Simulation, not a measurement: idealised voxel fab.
process module | voxel transistor to metal
cross-section cut | 270 nm wide | cells 5 nm
A cross-section is a grid of square cells, given in bands from the top down. A band is one or more rows of cells.
Each band's line starts with the height of the band's top and of its bottom, in nm. Then come its materials from left to right, each with its width in nm. One material with "throughout" fills the band from edge to edge. "air" is empty space.
Height 0 is the level under which the wafer as received is all one material. The lowest band goes on downwards, as in "0 down".
A width such as "30 to 40" changes by the same amount from each row of cells to the next, from the band's top row to its bottom row.
"no change" after a step means that no cell of the cross-section changed.
closed voids: empty space of 8 cells or more with no open way to the top, each as width x height at its distance from the left edge, in nm
after a step's settings: what the simulator itself notes on the step
overlay nm, on a step with a mask: how far to the right of its planned place the mask lay; to the left if negative
Each pair below shows a cross-section before one step and the cross-section after it, down to the lowest band that changed. The line under each pair gives the step between them, with its settings. The pairs can come from different runs of this module on the same starting wafer, so a pair continues from the pair above only where its "before" says so.
before
  0 down: Si throughout
  closed voids: none
after
  0 to -5: SiO2 throughout
  below -5: unchanged
  closed voids: none
the step between: op OXIDIZE | depth nm 5
before: the cross-section after the pair above
after
  15 to 0: SiN throughout
  below 0: unchanged
  closed voids: none
the step between: op CONFORMAL_DEP | material SiN | thk nm 15
before: the cross-section after the pair above
after
  15 to 0: air 15 | SiN 105 | air 30 | SiN 105 | air 15
  below 0: unchanged
  closed voids: none
the step between: op MASKED_ETCH | tone cover | mask id ACTIVE | width nm 105 | pitch nm 135 | etch materials SiN | depth nm 15 | overlay nm 0
before: the cross-section after the pair above
after
  15 to 0: air 15 | SiN 105 | air 30 | SiN 105 | air 15
  0 to -5: air 15 | SiO2 105 | air 30 | SiO2 105 | air 15
  below -5: unchanged
  closed voids: none
the step between: op MASKED_ETCH | tone cover | mask id ACTIVE | width nm 105 | pitch nm 135 | etch materials SiO2 | depth nm 5 | overlay nm 0
before: the cross-section after the pair above
after
  15 to 0: air 15 | SiN 105 | air 30 | SiN 105 | air 15
  0 to -5: air 15 | SiO2 105 | air 30 | SiO2 105 | air 15
  -5 to -40: air 15 | Si 105 | air 30 | Si 105 | air 15
  below -40: unchanged
  closed voids: none
the step between: op MASKED_ETCH | tone cover | mask id ACTIVE | width nm 105 | pitch nm 135 | etch materials Si | depth nm 35 | overlay nm 0
before: the cross-section after the pair above
after
  15 to 0: air 15 | SiN 105 | air 30 | SiN 105 | air 15
  0 to -5: air 15 | SiO2 105 | air 30 | SiO2 105 | air 15
  -5 to -40: air 15 | SiO2 5 | Si 95 | SiO2 5 | air 30 | SiO2 5 | Si 95 | SiO2 5 | air 15
  -40 to -45: SiO2 20 | Si 95 | SiO2 40 | Si 95 | SiO2 20
  below -45: unchanged
  closed voids: none
the step between: op OXIDIZE | depth nm 5
before: the cross-section after the pair above
after
  30 to 15: SiO2 throughout
  15 to 0: SiO2 15 | SiN 105 | SiO2 30 | SiN 105 | SiO2 15
  0 to -5: SiO2 throughout
  -5 to -45: SiO2 20 | Si 95 | SiO2 40 | Si 95 | SiO2 20
  below -45: unchanged
  closed voids: none
the step between: op FILL_DEP | material SiO2 | thk nm 15
before: the cross-section after the pair above
after
  15 to 0: SiO2 15 | SiN 105 | SiO2 30 | SiN 105 | SiO2 15
  below 0: unchanged
  closed voids: none
the step between: op CMP | height nm 15
before: the cross-section after the pair above
after
  15 to 0: air 15 | SiN 105 | air 30 | SiN 105 | air 15
  below 0: unchanged
  closed voids: none
the step between: op SELECTIVE_ETCH | etch materials SiO2 | depth nm 15
before: the cross-section after the pair above
after
  0 to -5: SiO2 throughout
  below -5: unchanged
  closed voids: none
the step between: op STRIP | etch materials SiN
before: the cross-section after the pair above
after
  -5 to -45: SiO2 20 | Si 95 | SiO2 40 | Si 95 | SiO2 20
  below -45: unchanged
  closed voids: none
the step between: op SELECTIVE_ETCH | etch materials SiO2 | depth nm 5
before: the cross-section after the pair above
after
  -5 to -10: SiO2 throughout
  below -10: unchanged
  closed voids: none
the step between: op OXIDIZE | depth nm 5
before: the cross-section after the pair above
after
  20 to -5: polySi throughout
  below -5: unchanged
  closed voids: none
the step between: op DIRECTIONAL_DEP | material polySi | thk nm 25
before: the cross-section after the pair above
after
  35 to 20: SiCN throughout
  below 20: unchanged
  closed voids: none
the step between: op DIRECTIONAL_DEP | material SiCN | thk nm 15
before: the cross-section after the pair above
after
  35 to 20: air 55 | SiCN 25 | air 110 | SiCN 25 | air 55
  below 20: unchanged
  closed voids: none
the step between: op MASKED_ETCH | tone cover | mask id GATE | width nm 25 | pitch nm 135 | etch materials SiCN | depth nm 25 | overlay nm 0
before: the cross-section after the pair above
after
  35 to 20: air 55 | SiCN 25 | air 110 | SiCN 25 | air 55
  20 to -5: air 55 | polySi 25 | air 110 | polySi 25 | air 55
  below -5: unchanged
  closed voids: none
the step between: op MASKED_ETCH | tone cover | mask id GATE | width nm 25 | pitch nm 135 | etch materials polySi | depth nm 35 | overlay nm 0
before: the cross-section after the pair above
after
  40 to 35: air 50 | SiO2 35 | air 100 | SiO2 35 | air 50
  35 to 20: air 50 | SiO2 5 | SiCN 25 | SiO2 5 | air 100 | SiO2 5 | SiCN 25 | SiO2 5 | air 50
  20 to 0: air 50 | SiO2 5 | polySi 25 | SiO2 5 | air 100 | SiO2 5 | polySi 25 | SiO2 5 | air 50
  0 to -5: SiO2 55 | polySi 25 | SiO2 110 | polySi 25 | SiO2 55
  below -5: unchanged
  closed voids: none
the step between: op CONFORMAL_DEP | material SiO2 | thk nm 5
before: the cross-section after the pair above
after
  35 to 20: air 50 | SiO2 5 | SiCN 25 | SiO2 5 | air 100 | SiO2 5 | SiCN 25 | SiO2 5 | air 50
  20 to -5: air 50 | SiO2 5 | polySi 25 | SiO2 5 | air 100 | SiO2 5 | polySi 25 | SiO2 5 | air 50
  below -5: unchanged
  closed voids: none
the step between: op DIRECTIONAL_ETCH | etch materials SiO2 | depth nm 5
before: the cross-section after the pair above
after
  45 to 35: air 40 | SiN 55 | air 80 | SiN 55 | air 40
  35 to 20: air 40 | SiN 10 | SiO2 5 | SiCN 25 | SiO2 5 | SiN 10 | air 80 | SiN 10 | SiO2 5 | SiCN 25 | SiO2 5 | SiN 10 | air 40
  20 to 5: air 40 | SiN 10 | SiO2 5 | polySi 25 | SiO2 5 | SiN 10 | air 80 | SiN 10 | SiO2 5 | polySi 25 | SiO2 5 | SiN 10 | air 40
  5 to -5: SiN 50 | SiO2 5 | polySi 25 | SiO2 5 | SiN 100 | SiO2 5 | polySi 25 | SiO2 5 | SiN 50
  below -5: unchanged
  closed voids: none
the step between: op CONFORMAL_DEP | material SiN | thk nm 10
before: the cross-section after the pair above
after
  35 to 20: air 40 | SiN 10 | SiO2 5 | SiCN 25 | SiO2 5 | SiN 10 | air 80 | SiN 10 | SiO2 5 | SiCN 25 | SiO2 5 | SiN 10 | air 40
  20 to -5: air 40 | SiN 10 | SiO2 5 | polySi 25 | SiO2 5 | SiN 10 | air 80 | SiN 10 | SiO2 5 | polySi 25 | SiO2 5 | SiN 10 | air 40
  below -5: unchanged
  closed voids: none
the step between: op DIRECTIONAL_ETCH | etch materials SiN | depth nm 10
before: the cross-section after the pair above
after
  35 to 30: air 40 | SiN 10 | air 5 | SiCN 25 | air 5 | SiN 10 | air 80 | SiN 10 | air 5 | SiCN 25 | air 5 | SiN 10 | air 40
  30 to 20: air 40 | SiN 10 | SiO2 5 | SiCN 25 | SiO2 5 | SiN 10 | air 80 | SiN 10 | SiO2 5 | SiCN 25 | SiO2 5 | SiN 10 | air 40
  20 to -5: air 40 | SiN 10 | SiO2 5 | polySi 25 | SiO2 5 | SiN 10 | air 80 | SiN 10 | SiO2 5 | polySi 25 | SiO2 5 | SiN 10 | air 40
  -5 to -10: air 40 | SiO2 55 | air 80 | SiO2 55 | air 40
  below -10: unchanged
  closed voids: none
the step between: op DIRECTIONAL_ETCH | etch materials SiO2 | depth nm 5
before: the cross-section after the pair above
after
  35 to 30: air 40 | SiN 10 | air 5 | SiCN 25 | air 5 | SiN 10 | air 80 | SiN 10 | air 5 | SiCN 25 | air 5 | SiN 10 | air 40
  30 to 20: air 40 | SiN 10 | SiO2 5 | SiCN 25 | SiO2 5 | SiN 10 | air 80 | SiN 10 | SiO2 5 | SiCN 25 | SiO2 5 | SiN 10 | air 40
  20 to -5: air 40 | SiN 10 | SiO2 5 | polySi 25 | SiO2 5 | SiN 10 | air 80 | SiN 10 | SiO2 5 | polySi 25 | SiO2 5 | SiN 10 | air 40
  -5 to -10: air 40 | SiO2 55 | air 80 | SiO2 55 | air 40
  -10 to -15: SiO2 20 | air 20 | Si 55 | air 20 | SiO2 40 | air 20 | Si 55 | air 20 | SiO2 20
  below -15: unchanged
  closed voids: none
the step between: op DIRECTIONAL_ETCH | etch materials Si | depth nm 5
before: the cross-section after the pair above
after
  35 to 30: air 40 | SiN 10 | air 5 | SiCN 25 | air 5 | SiN 10 | air 80 | SiN 10 | air 5 | SiCN 25 | air 5 | SiN 10 | air 40
  30 to 20: air 40 | SiN 10 | SiO2 5 | SiCN 25 | SiO2 5 | SiN 10 | air 80 | SiN 10 | SiO2 5 | SiCN 25 | SiO2 5 | SiN 10 | air 40
  20 to 0: air 40 | SiN 10 | SiO2 5 | polySi 25 | SiO2 5 | SiN 10 | air 80 | SiN 10 | SiO2 5 | polySi 25 | SiO2 5 | SiN 10 | air 40
  0 to -5: air 30 | pSi 10 | SiN 10 | SiO2 5 | polySi 25 | SiO2 5 | SiN 10 | pSi 10 | air 60 | pSi 10 | SiN 10 | SiO2 5 | polySi 25 | SiO2 5 | SiN 10 | pSi 10 | air 30
  -5 to -10: air 15 | pSi 25 | SiO2 55 | pSi 25 | air 30 | pSi 25 | SiO2 55 | pSi 25 | air 15
  -10 to -15: SiO2 20 | pSi 20 | Si 55 | pSi 20 | SiO2 40 | pSi 20 | Si 55 | pSi 20 | SiO2 20
  below -15: unchanged
  closed voids: none
the step between: op EPI | material pSi | thk nm 10
before: the cross-section after the pair above
after
  45 to 35: SiO2 throughout
  35 to 20: SiO2 40 | SiN 10 | SiO2 5 | SiCN 25 | SiO2 5 | SiN 10 | SiO2 80 | SiN 10 | SiO2 5 | SiCN 25 | SiO2 5 | SiN 10 | SiO2 40
  20 to 0: SiO2 40 | SiN 10 | SiO2 5 | polySi 25 | SiO2 5 | SiN 10 | SiO2 80 | SiN 10 | SiO2 5 | polySi 25 | SiO2 5 | SiN 10 | SiO2 40
  0 to -5: SiO2 30 | pSi 10 | SiN 10 | SiO2 5 | polySi 25 | SiO2 5 | SiN 10 | pSi 10 | SiO2 60 | pSi 10 | SiN 10 | SiO2 5 | polySi 25 | SiO2 5 | SiN 10 | pSi 10 | SiO2 30
  -5 to -10: SiO2 15 | pSi 25 | SiO2 55 | pSi 25 | SiO2 30 | pSi 25 | SiO2 55 | pSi 25 | SiO2 15
  below -10: unchanged
  closed voids: none
the step between: op FILL_DEP | material SiO2 | thk nm 10
before: the cross-section after the pair above
after
  20 to 0: SiO2 40 | SiN 10 | SiO2 5 | polySi 25 | SiO2 5 | SiN 10 | SiO2 80 | SiN 10 | SiO2 5 | polySi 25 | SiO2 5 | SiN 10 | SiO2 40
  below 0: unchanged
  closed voids: none
the step between: op CMP | height nm 20
before: the cross-section after the pair above
after
  20 to 0: SiO2 40 | SiN 10 | SiO2 5 | air 25 | SiO2 5 | SiN 10 | SiO2 80 | SiN 10 | SiO2 5 | air 25 | SiO2 5 | SiN 10 | SiO2 40
  0 to -5: SiO2 30 | pSi 10 | SiN 10 | SiO2 5 | air 25 | SiO2 5 | SiN 10 | pSi 10 | SiO2 60 | pSi 10 | SiN 10 | SiO2 5 | air 25 | SiO2 5 | SiN 10 | pSi 10 | SiO2 30
  below -5: unchanged
  closed voids: none
the step between: op STRIP | etch materials polySi
before: the cross-section after the pair above
after
  20 to 15: air 40 | SiN 10 | air 35 | SiN 10 | air 80 | SiN 10 | air 35 | SiN 10 | air 40
  15 to 0: SiO2 40 | SiN 10 | air 35 | SiN 10 | SiO2 80 | SiN 10 | air 35 | SiN 10 | SiO2 40
  0 to -5: SiO2 30 | pSi 10 | SiN 10 | air 35 | SiN 10 | pSi 10 | SiO2 60 | pSi 10 | SiN 10 | air 35 | SiN 10 | pSi 10 | SiO2 30
  -5 to -10: SiO2 15 | pSi 25 | SiO2 10 | air 35 | SiO2 10 | pSi 25 | SiO2 30 | pSi 25 | SiO2 10 | air 35 | SiO2 10 | pSi 25 | SiO2 15
  below -10: unchanged
  closed voids: none
the step between: op SELECTIVE_ETCH | etch materials SiO2 | depth nm 5
before: the cross-section after the pair above
after
  25 to 20: air 35 | HfO2 20 | air 25 | HfO2 20 | air 70 | HfO2 20 | air 25 | HfO2 20 | air 35
  20 to 15: HfO2 40 | SiN 10 | HfO2 5 | air 25 | HfO2 5 | SiN 10 | HfO2 80 | SiN 10 | HfO2 5 | air 25 | HfO2 5 | SiN 10 | HfO2 40
  15 to 0: SiO2 40 | SiN 10 | HfO2 5 | air 25 | HfO2 5 | SiN 10 | SiO2 80 | SiN 10 | HfO2 5 | air 25 | HfO2 5 | SiN 10 | SiO2 40
  0 to -5: SiO2 30 | pSi 10 | SiN 10 | HfO2 5 | air 25 | HfO2 5 | SiN 10 | pSi 10 | SiO2 60 | pSi 10 | SiN 10 | HfO2 5 | air 25 | HfO2 5 | SiN 10 | pSi 10 | SiO2 30
  -5 to -10: SiO2 15 | pSi 25 | SiO2 10 | HfO2 35 | SiO2 10 | pSi 25 | SiO2 30 | pSi 25 | SiO2 10 | HfO2 35 | SiO2 10 | pSi 25 | SiO2 15
  below -10: unchanged
  closed voids: none
the step between: op CONFORMAL_DEP | material HfO2 | thk nm 5
before: the cross-section after the pair above
after
  30 to 25: air 30 | TiN 30 | air 15 | TiN 30 | air 60 | TiN 30 | air 15 | TiN 30 | air 30
  25 to 20: TiN 35 | HfO2 20 | TiN 5 | air 15 | TiN 5 | HfO2 20 | TiN 70 | HfO2 20 | TiN 5 | air 15 | TiN 5 | HfO2 20 | TiN 35
  20 to 15: HfO2 40 | SiN 10 | HfO2 5 | TiN 5 | air 15 | TiN 5 | HfO2 5 | SiN 10 | HfO2 80 | SiN 10 | HfO2 5 | TiN 5 | air 15 | TiN 5 | HfO2 5 | SiN 10 | HfO2 40
  15 to 0: SiO2 40 | SiN 10 | HfO2 5 | TiN 5 | air 15 | TiN 5 | HfO2 5 | SiN 10 | SiO2 80 | SiN 10 | HfO2 5 | TiN 5 | air 15 | TiN 5 | HfO2 5 | SiN 10 | SiO2 40
  0 to -5: SiO2 30 | pSi 10 | SiN 10 | HfO2 5 | TiN 25 | HfO2 5 | SiN 10 | pSi 10 | SiO2 60 | pSi 10 | SiN 10 | HfO2 5 | TiN 25 | HfO2 5 | SiN 10 | pSi 10 | SiO2 30
  below -5: unchanged
  closed voids: none
the step between: op CONFORMAL_DEP | material TiN | thk nm 5
before: the cross-section after the pair above
after
  40 to 30: W throughout
  30 to 25: W 30 | TiN 30 | W 15 | TiN 30 | W 60 | TiN 30 | W 15 | TiN 30 | W 30
  25 to 20: TiN 35 | HfO2 20 | TiN 5 | W 15 | TiN 5 | HfO2 20 | TiN 70 | HfO2 20 | TiN 5 | W 15 | TiN 5 | HfO2 20 | TiN 35
  20 to 15: HfO2 40 | SiN 10 | HfO2 5 | TiN 5 | W 15 | TiN 5 | HfO2 5 | SiN 10 | HfO2 80 | SiN 10 | HfO2 5 | TiN 5 | W 15 | TiN 5 | HfO2 5 | SiN 10 | HfO2 40
  15 to 0: SiO2 40 | SiN 10 | HfO2 5 | TiN 5 | W 15 | TiN 5 | HfO2 5 | SiN 10 | SiO2 80 | SiN 10 | HfO2 5 | TiN 5 | W 15 | TiN 5 | HfO2 5 | SiN 10 | SiO2 40
  below 0: unchanged
  closed voids: none
the step between: op FILL_DEP | material W | thk nm 10
before: the cross-section after the pair above
after
  15 to 0: SiO2 40 | SiN 10 | HfO2 5 | TiN 5 | W 15 | TiN 5 | HfO2 5 | SiN 10 | SiO2 80 | SiN 10 | HfO2 5 | TiN 5 | W 15 | TiN 5 | HfO2 5 | SiN 10 | SiO2 40
  below 0: unchanged
  closed voids: none
the step between: op CMP | height nm 15
before: the cross-section after the pair above
after
  25 to 15: SiO2 throughout
  below 15: unchanged
  closed voids: none
the step between: op DIRECTIONAL_DEP | material SiO2 | thk nm 10
before: the cross-section after the pair above
after
  35 to 25: aC throughout
  below 25: unchanged
  closed voids: none
the step between: op DIRECTIONAL_DEP | material aC | thk nm 10
before: the cross-section after the pair above
after
  65 to 35: resist 20 | air 20 | resist 55 | air 20 | resist 40 | air 20 | resist 55 | air 20 | resist 20
  below 35: unchanged
  closed voids: none
the step between: op PATTERN | tone open | mask id CONTACT | material resist | width nm 20 | thk nm 30 | overlay nm 0
before: the cross-section after the pair above
after
  55 to 35: resist 20 | air 20 | resist 55 | air 20 | resist 40 | air 20 | resist 55 | air 20 | resist 20
  35 to 25: aC 20 | air 20 | aC 55 | air 20 | aC 40 | air 20 | aC 55 | air 20 | aC 20
  below 25: unchanged
  closed voids: none
the step between: op DIRECTIONAL_ETCH | etch materials aC | depth nm 10
before: the cross-section after the pair above
after
  35 to 25: aC 20 | air 20 | aC 55 | air 20 | aC 40 | air 20 | aC 55 | air 20 | aC 20
  below 25: unchanged
  closed voids: none
the step between: op STRIP | etch materials resist
before: the cross-section after the pair above
after
  35 to 25: aC 20 | air 20 | aC 55 | air 20 | aC 40 | air 20 | aC 55 | air 20 | aC 20
  25 to 15: SiO2 20 | air 20 | SiO2 55 | air 20 | SiO2 40 | air 20 | SiO2 55 | air 20 | SiO2 20
  15 to 0: SiO2 20 | air 20 | SiN 10 | HfO2 5 | TiN 5 | W 15 | TiN 5 | HfO2 5 | SiN 10 | air 20 | SiO2 40 | air 20 | SiN 10 | HfO2 5 | TiN 5 | W 15 | TiN 5 | HfO2 5 | SiN 10 | air 20 | SiO2 20
  0 to -5: SiO2 20 | air 10 | pSi 10 | SiN 10 | HfO2 5 | TiN 25 | HfO2 5 | SiN 10 | pSi 10 | air 10 | SiO2 40 | air 10 | pSi 10 | SiN 10 | HfO2 5 | TiN 25 | HfO2 5 | SiN 10 | pSi 10 | air 10 | SiO2 20
  below -5: unchanged
  closed voids: none
the step between: op DIRECTIONAL_ETCH | etch materials SiO2 | depth nm 30
before: the cross-section after the pair above
after
  25 to 15: SiO2 20 | air 20 | SiO2 55 | air 20 | SiO2 40 | air 20 | SiO2 55 | air 20 | SiO2 20
  below 15: unchanged
  closed voids: none
the step between: op STRIP | etch materials aC
before: the cross-section after the pair above
after
  30 to 25: TiN 25 | air 10 | TiN 65 | air 10 | TiN 50 | air 10 | TiN 65 | air 10 | TiN 25
  25 to 15: SiO2 20 | TiN 5 | air 10 | TiN 5 | SiO2 55 | TiN 5 | air 10 | TiN 5 | SiO2 40 | TiN 5 | air 10 | TiN 5 | SiO2 55 | TiN 5 | air 10 | TiN 5 | SiO2 20
  15 to 5: SiO2 20 | TiN 5 | air 10 | TiN 5 | SiN 10 | HfO2 5 | TiN 5 | W 15 | TiN 5 | HfO2 5 | SiN 10 | TiN 5 | air 10 | TiN 5 | SiO2 40 | TiN 5 | air 10 | TiN 5 | SiN 10 | HfO2 5 | TiN 5 | W 15 | TiN 5 | HfO2 5 | SiN 10 | TiN 5 | air 10 | TiN 5 | SiO2 20
  5 to 0: SiO2 20 | TiN 20 | SiN 10 | HfO2 5 | TiN 5 | W 15 | TiN 5 | HfO2 5 | SiN 10 | TiN 20 | SiO2 40 | TiN 20 | SiN 10 | HfO2 5 | TiN 5 | W 15 | TiN 5 | HfO2 5 | SiN 10 | TiN 20 | SiO2 20
  0 to -5: SiO2 20 | TiN 10 | pSi 10 | SiN 10 | HfO2 5 | TiN 25 | HfO2 5 | SiN 10 | pSi 10 | TiN 10 | SiO2 40 | TiN 10 | pSi 10 | SiN 10 | HfO2 5 | TiN 25 | HfO2 5 | SiN 10 | pSi 10 | TiN 10 | SiO2 20
  below -5: unchanged
  closed voids: none
the step between: op CONFORMAL_DEP | material TiN | thk nm 5
before: the cross-section after the pair above
after
  40 to 30: W throughout
  30 to 25: TiN 25 | W 10 | TiN 65 | W 10 | TiN 50 | W 10 | TiN 65 | W 10 | TiN 25
  25 to 15: SiO2 20 | TiN 5 | W 10 | TiN 5 | SiO2 55 | TiN 5 | W 10 | TiN 5 | SiO2 40 | TiN 5 | W 10 | TiN 5 | SiO2 55 | TiN 5 | W 10 | TiN 5 | SiO2 20
  15 to 5: SiO2 20 | TiN 5 | W 10 | TiN 5 | SiN 10 | HfO2 5 | TiN 5 | W 15 | TiN 5 | HfO2 5 | SiN 10 | TiN 5 | W 10 | TiN 5 | SiO2 40 | TiN 5 | W 10 | TiN 5 | SiN 10 | HfO2 5 | TiN 5 | W 15 | TiN 5 | HfO2 5 | SiN 10 | TiN 5 | W 10 | TiN 5 | SiO2 20
  below 5: unchanged
  closed voids: none
the step between: op FILL_DEP | material W | thk nm 10
before: the cross-section after the pair above
after
  25 to 15: SiO2 20 | TiN 5 | W 10 | TiN 5 | SiO2 55 | TiN 5 | W 10 | TiN 5 | SiO2 40 | TiN 5 | W 10 | TiN 5 | SiO2 55 | TiN 5 | W 10 | TiN 5 | SiO2 20
  below 15: unchanged
  closed voids: none
the step between: op CMP | height nm 25
before: the cross-section after the pair above
after
  30 to 25: SiN throughout
  below 25: unchanged
  closed voids: none
the step between: op CONFORMAL_DEP | material SiN | thk nm 5
before: the cross-section after the pair above
after
  55 to 30: lowk throughout
  below 30: unchanged
  closed voids: none
the step between: op DIRECTIONAL_DEP | material lowk | thk nm 25
before: the cross-section after the pair above
after
  70 to 55: aC throughout
  below 55: unchanged
  closed voids: none
the step between: op DIRECTIONAL_DEP | material aC | thk nm 15
before: the cross-section after the pair above
after
  100 to 70: resist 20 | air 20 | resist 55 | air 20 | resist 40 | air 20 | resist 55 | air 20 | resist 20
  below 70: unchanged
  closed voids: none
the step between: op PATTERN | tone open | mask id METAL_1 | material resist | width nm 20 | thk nm 30 | overlay nm 0
before: the cross-section after the pair above
after
  85 to 70: resist 20 | air 20 | resist 55 | air 20 | resist 40 | air 20 | resist 55 | air 20 | resist 20
  70 to 55: aC 20 | air 20 | aC 55 | air 20 | aC 40 | air 20 | aC 55 | air 20 | aC 20
  below 55: unchanged
  closed voids: none
the step between: op DIRECTIONAL_ETCH | etch materials aC | depth nm 15
before: the cross-section after the pair above
after
  70 to 55: aC 20 | air 20 | aC 55 | air 20 | aC 40 | air 20 | aC 55 | air 20 | aC 20
  below 55: unchanged
  closed voids: none
the step between: op STRIP | etch materials resist
before: the cross-section after the pair above
after
  70 to 55: aC 20 | air 20 | aC 55 | air 20 | aC 40 | air 20 | aC 55 | air 20 | aC 20
  55 to 30: lowk 20 | air 20 | lowk 55 | air 20 | lowk 40 | air 20 | lowk 55 | air 20 | lowk 20
  below 30: unchanged
  closed voids: none
the step between: op DIRECTIONAL_ETCH | etch materials lowk | depth nm 25
before: the cross-section after the pair above
after
  70 to 55: aC 20 | air 20 | aC 55 | air 20 | aC 40 | air 20 | aC 55 | air 20 | aC 20
  55 to 30: lowk 20 | air 20 | lowk 55 | air 20 | lowk 40 | air 20 | lowk 55 | air 20 | lowk 20
  30 to 25: SiN 20 | air 20 | SiN 55 | air 20 | SiN 40 | air 20 | SiN 55 | air 20 | SiN 20
  below 25: unchanged
  closed voids: none
the step between: op DIRECTIONAL_ETCH | etch materials SiN | depth nm 5
before: the cross-section after the pair above
after
  55 to 30: lowk 20 | air 20 | lowk 55 | air 20 | lowk 40 | air 20 | lowk 55 | air 20 | lowk 20
  below 30: unchanged
  closed voids: none
the step between: op STRIP | etch materials aC
before: the cross-section after the pair above
after
  60 to 55: TiN 25 | air 10 | TiN 65 | air 10 | TiN 50 | air 10 | TiN 65 | air 10 | TiN 25
  55 to 30: lowk 20 | TiN 5 | air 10 | TiN 5 | lowk 55 | TiN 5 | air 10 | TiN 5 | lowk 40 | TiN 5 | air 10 | TiN 5 | lowk 55 | TiN 5 | air 10 | TiN 5 | lowk 20
  30 to 25: SiN 20 | TiN 20 | SiN 55 | TiN 20 | SiN 40 | TiN 20 | SiN 55 | TiN 20 | SiN 20
  below 25: unchanged
  closed voids: none
the step between: op CONFORMAL_DEP | material TiN | thk nm 5
before: the cross-section after the pair above
after
  65 to 60: Cu throughout
  60 to 55: TiN 25 | Cu 10 | TiN 65 | Cu 10 | TiN 50 | Cu 10 | TiN 65 | Cu 10 | TiN 25
  55 to 30: lowk 20 | TiN 5 | Cu 10 | TiN 5 | lowk 55 | TiN 5 | Cu 10 | TiN 5 | lowk 40 | TiN 5 | Cu 10 | TiN 5 | lowk 55 | TiN 5 | Cu 10 | TiN 5 | lowk 20
  below 30: unchanged
  closed voids: none
the step between: op FILL_DEP | material Cu | thk nm 5
before: the cross-section after the pair above
after
  55 to 30: lowk 20 | TiN 5 | Cu 10 | TiN 5 | lowk 55 | TiN 5 | Cu 10 | TiN 5 | lowk 40 | TiN 5 | Cu 10 | TiN 5 | lowk 55 | TiN 5 | Cu 10 | TiN 5 | lowk 20
  below 30: unchanged
  closed voids: none
the step between: op CMP | height nm 55
before: the cross-section after the pair above
after
  60 to 55: air 15 | Ru 30 | air 45 | Ru 30 | air 30 | Ru 30 | air 45 | Ru 30 | air 15
  below 55: unchanged
  closed voids: none
the step between: op EPI | material Ru | thk nm 5
before: the cross-section after the pair above
after
  65 to 60: SiCN throughout
  60 to 55: SiCN 15 | Ru 30 | SiCN 45 | Ru 30 | SiCN 30 | Ru 30 | SiCN 45 | Ru 30 | SiCN 15
  below 55: unchanged
  closed voids: none
the step between: op FILL_DEP | material SiCN | thk nm 5
before
  35 to 20: air 50 | SiO2 5 | SiCN 25 | SiO2 5 | air 100 | SiO2 5 | SiCN 25 | SiO2 5 | air 50
  20 to -5: air 50 | SiO2 5 | polySi 25 | SiO2 5 | air 100 | SiO2 5 | polySi 25 | SiO2 5 | air 50
  -5 to -10: SiO2 throughout
  -10 to -45: SiO2 20 | Si 95 | SiO2 40 | Si 95 | SiO2 20
  -45 down: Si throughout
  closed voids: none
after
  35 to 30: air 55 | SiCN 25 | air 110 | SiCN 25 | air 55
  30 to 20: air 50 | SiO2 5 | SiCN 25 | SiO2 5 | air 100 | SiO2 5 | SiCN 25 | SiO2 5 | air 50
  20 to -5: air 50 | SiO2 5 | polySi 25 | SiO2 5 | air 100 | SiO2 5 | polySi 25 | SiO2 5 | air 50
  -5 to -10: air 50 | SiO2 35 | air 100 | SiO2 35 | air 50
  below -10: unchanged
  closed voids: none
the step between: op DIRECTIONAL_ETCH | etch materials SiO2 | depth nm 5
before: the cross-section after the pair above
after
  35 to 30: air 55 | SiCN 25 | air 110 | SiCN 25 | air 55
  30 to 20: air 50 | SiO2 5 | SiCN 25 | SiO2 5 | air 100 | SiO2 5 | SiCN 25 | SiO2 5 | air 50
  20 to -5: air 50 | SiO2 5 | polySi 25 | SiO2 5 | air 100 | SiO2 5 | polySi 25 | SiO2 5 | air 50
  -5 to -10: air 50 | SiO2 35 | air 100 | SiO2 35 | air 50
  -10 to -15: SiO2 20 | air 30 | Si 35 | air 30 | SiO2 40 | air 30 | Si 35 | air 30 | SiO2 20
  below -15: unchanged
  closed voids: none
the step between: op DIRECTIONAL_ETCH | etch materials Si | depth nm 5
before: the cross-section after the pair above
after
  35 to 30: air 55 | SiCN 25 | air 110 | SiCN 25 | air 55
  30 to 20: air 50 | SiO2 5 | SiCN 25 | SiO2 5 | air 100 | SiO2 5 | SiCN 25 | SiO2 5 | air 50
  20 to 0: air 50 | SiO2 5 | polySi 25 | SiO2 5 | air 100 | SiO2 5 | polySi 25 | SiO2 5 | air 50
  0 to -5: air 40 | pSi 10 | SiO2 5 | polySi 25 | SiO2 5 | pSi 10 | air 80 | pSi 10 | SiO2 5 | polySi 25 | SiO2 5 | pSi 10 | air 40
  -5 to -10: air 15 | pSi 35 | SiO2 35 | pSi 35 | air 30 | pSi 35 | SiO2 35 | pSi 35 | air 15
  -10 to -15: SiO2 20 | pSi 30 | Si 35 | pSi 30 | SiO2 40 | pSi 30 | Si 35 | pSi 30 | SiO2 20
  below -15: unchanged
  closed voids: none
the step between: op EPI | material pSi | thk nm 10
before: the cross-section after the pair above
after
  45 to 35: SiO2 throughout
  35 to 20: SiO2 55 | SiCN 25 | SiO2 110 | SiCN 25 | SiO2 55
  20 to 0: SiO2 55 | polySi 25 | SiO2 110 | polySi 25 | SiO2 55
  0 to -5: SiO2 40 | pSi 10 | SiO2 5 | polySi 25 | SiO2 5 | pSi 10 | SiO2 80 | pSi 10 | SiO2 5 | polySi 25 | SiO2 5 | pSi 10 | SiO2 40
  -5 to -10: SiO2 15 | pSi 35 | SiO2 35 | pSi 35 | SiO2 30 | pSi 35 | SiO2 35 | pSi 35 | SiO2 15
  below -10: unchanged
  closed voids: none
the step between: op FILL_DEP | material SiO2 | thk nm 10
before: the cross-section after the pair above
after
  20 to 0: SiO2 55 | polySi 25 | SiO2 110 | polySi 25 | SiO2 55
  below 0: unchanged
  closed voids: none
the step between: op CMP | height nm 20
before: the cross-section after the pair above
after
  20 to 0: SiO2 55 | air 25 | SiO2 110 | air 25 | SiO2 55
  0 to -5: SiO2 40 | pSi 10 | SiO2 5 | air 25 | SiO2 5 | pSi 10 | SiO2 80 | pSi 10 | SiO2 5 | air 25 | SiO2 5 | pSi 10 | SiO2 40
  below -5: unchanged
  closed voids: none
the step between: op STRIP | etch materials polySi
before: the cross-section after the pair above
after
  15 to 0: SiO2 50 | air 35 | SiO2 100 | air 35 | SiO2 50
  0 to -10: SiO2 40 to 15 | pSi 10 to 35 | air 35 | pSi 10 to 35 | SiO2 80 to 30 | pSi 10 to 35 | air 35 | pSi 10 to 35 | SiO2 40 to 15
  below -10: unchanged
  closed voids: none
the step between: op SELECTIVE_ETCH | etch materials SiO2 | depth nm 5
